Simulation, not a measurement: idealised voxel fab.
The name of this process module is voxel wiring stack.
Xsec cut, 205 nm wide, square cell size 5 nm.
Think of the cross-section as a grid of square cells. We describe it in bands, top to bottom, and each band covers one or more rows of those cells.
Read a band's entry like this: the first values are the height of its top and the height of its bottom in nm, and what follows is the sequence of materials from left to right, each with its width in nm. Note that "empty" is empty space, and that a single material marked "full width" reaches across the band from edge to edge.
Below 0: as-received wafer, all one material; heights counted from there. Lowest band: no bottom, goes on down, written "z 0 and below".
Graded width ("30 to 40"): value in top row of band = first number; value in bottom row = second number; row-to-row change constant.
Basically "all unchanged" means that step didn't change any cell in the cross-section.
Entry "Cavities, sealed" = empty spaces >= 8 cells with no open way to the top; each as width x height at distance, distance from left edge, all nm.
after a step's settings: what the simulator itself notes on the step
A step line may carry the setting "overlay nm", which, for steps involving a mask, states the distance by which the mask lay to the right of its intended position; negative values denote displacement to the left.

So here's the lineup of process steps we planned
1,RECEIVE | material Si
2,CONFORMAL_DEP | material SiO2 | thk nm 15
3,DIRECTIONAL_DEP | material TiN | thk nm 5
4,DIRECTIONAL_DEP | material W | thk nm 15
5,MASKED_ETCH | tone cover | mask id METAL_1 | width nm 25 | pitch nm 55 | etch materials W | depth nm 15 | overlay nm 0
6,MASKED_ETCH | tone cover | mask id METAL_1 | width nm 25 | pitch nm 55 | etch materials TiN | depth nm 5 | overlay nm 0
7,CONFORMAL_DEP | material SiCN | thk nm 5
8,FILL_DEP | material SiO2 | thk nm 10
9,CMP | height nm 35
10,CONFORMAL_DEP | material SiCN | thk nm 5
11,DIRECTIONAL_DEP | material SiO2 | thk nm 20
12,PATTERN | tone open | mask id PLUG_1 | material resist | width nm 15 | pitch nm 55 | thk nm 15 | overlay nm 0
13,DIRECTIONAL_ETCH | etch materials SiO2 | depth nm 20
14,DIRECTIONAL_ETCH | etch materials SiCN | depth nm 5
15,STRIP | etch materials resist
16,CONFORMAL_DEP | material TiN | thk nm 5
17,FILL_DEP | material Cu | thk nm 5
18,CMP | height nm 60
19,CONFORMAL_DEP | material SiCN | thk nm 5
20,DIRECTIONAL_DEP | material lowk | thk nm 15
21,DIRECTIONAL_DEP | material aC | thk nm 10
22,PATTERN | tone open | mask id METAL_2 | material resist | width nm 25 | pitch nm 55 | thk nm 25 | overlay nm 0
23,DIRECTIONAL_ETCH | etch materials aC | depth nm 10
24,STRIP | etch materials resist
25,DIRECTIONAL_ETCH | etch materials lowk | depth nm 15
26,DIRECTIONAL_ETCH | etch materials SiCN | depth nm 5
27,STRIP | etch materials aC
28,CONFORMAL_DEP | material TiN | thk nm 5
29,FILL_DEP | material Cu | thk nm 10
30,CMP | height nm 80
31,CONFORMAL_DEP | material SiCN | thk nm 5
32,DIRECTIONAL_DEP | material SiO2 | thk nm 15
33,PATTERN | tone open | mask id PLUG_2 | material resist | width nm 15 | pitch nm 55 | thk nm 20 | overlay nm 0
34,DIRECTIONAL_ETCH | etch materials SiO2 | depth nm 15
35,DIRECTIONAL_ETCH | etch materials SiCN | depth nm 5
36,STRIP | etch materials resist
37,EPI | material Ru | thk nm 10
38,EPI | material Ru | thk nm 10
39,CONFORMAL_DEP | material SiCN | thk nm 5
40,DIRECTIONAL_DEP | material SiO2 | thk nm 20
41,DIRECTIONAL_DEP | material aC | thk nm 10
42,PATTERN | tone open | mask id METAL_3 | material resist | width nm 25 | pitch nm 55 | thk nm 25 | overlay nm 0
43,DIRECTIONAL_ETCH | etch materials aC | depth nm 10
44,STRIP | etch materials resist
45,DIRECTIONAL_ETCH | etch materials SiO2 | depth nm 20
46,DIRECTIONAL_ETCH | etch materials SiCN | depth nm 5
47,STRIP | etch materials aC
48,CONFORMAL_DEP | material TiN | thk nm 5
49,FILL_DEP | material Ru | thk nm 10
50,CMP | height nm 125
51,CONFORMAL_DEP | material SiN | thk nm 5

Wafer as received: cross-section following step 1
z 0 and below = Si full width
Cavities, sealed: none

Same starting wafer, same plan as above, one mistake in the execution; this is the cross-section at the end of the module
z 145 to 140 = SiN full width
z 140 to 130 = Ru full width
z 130 to 125 = TiN=65, Ru=15, TiN=40, Ru=15, TiN=70
z 125 to 105 = SiO2=60, TiN=5, Ru=15, TiN=5, SiO2=30, TiN=5, Ru=15, TiN=5, SiO2=65
z 105 to 100 = SiCN=60, TiN=25, SiCN=30, TiN=25, SiCN=65
z 100 to 85 = SiO2=60, Ru=15, SiO2=40, Ru=15, SiO2=75
z 85 to 80 = SiCN=60, Ru=15, SiCN=40, Ru=15, SiCN=75
z 80 to 65 = lowk=60, TiN=5, Cu=15, TiN=5, lowk=30, TiN=5, Cu=15, TiN=5, lowk=65
z 65 to 60 = SiCN=60, TiN=25, SiCN=30, TiN=25, SiCN=65
z 60 to 40 = SiO2=60, TiN=5, Cu=5, TiN=5, SiO2=40, TiN=5, Cu=5, TiN=5, SiO2=75
z 40 to 35 = SiCN=60, TiN=15, SiCN=40, TiN=15, SiCN=75
z 35 to 20 = SiO2=55, SiCN=5, W=25, SiCN=5, SiO2=20, SiCN=5, W=25, SiCN=5, SiO2=60
z 20 to 15 = SiCN=60, TiN=25, SiCN=30, TiN=25, SiCN=65
z 15 to 0 = SiO2 full width
z 0 and below = Si full width
Cavities, sealed: none
Nonconformance to the process plan: skipped: plan step 50 (never run)
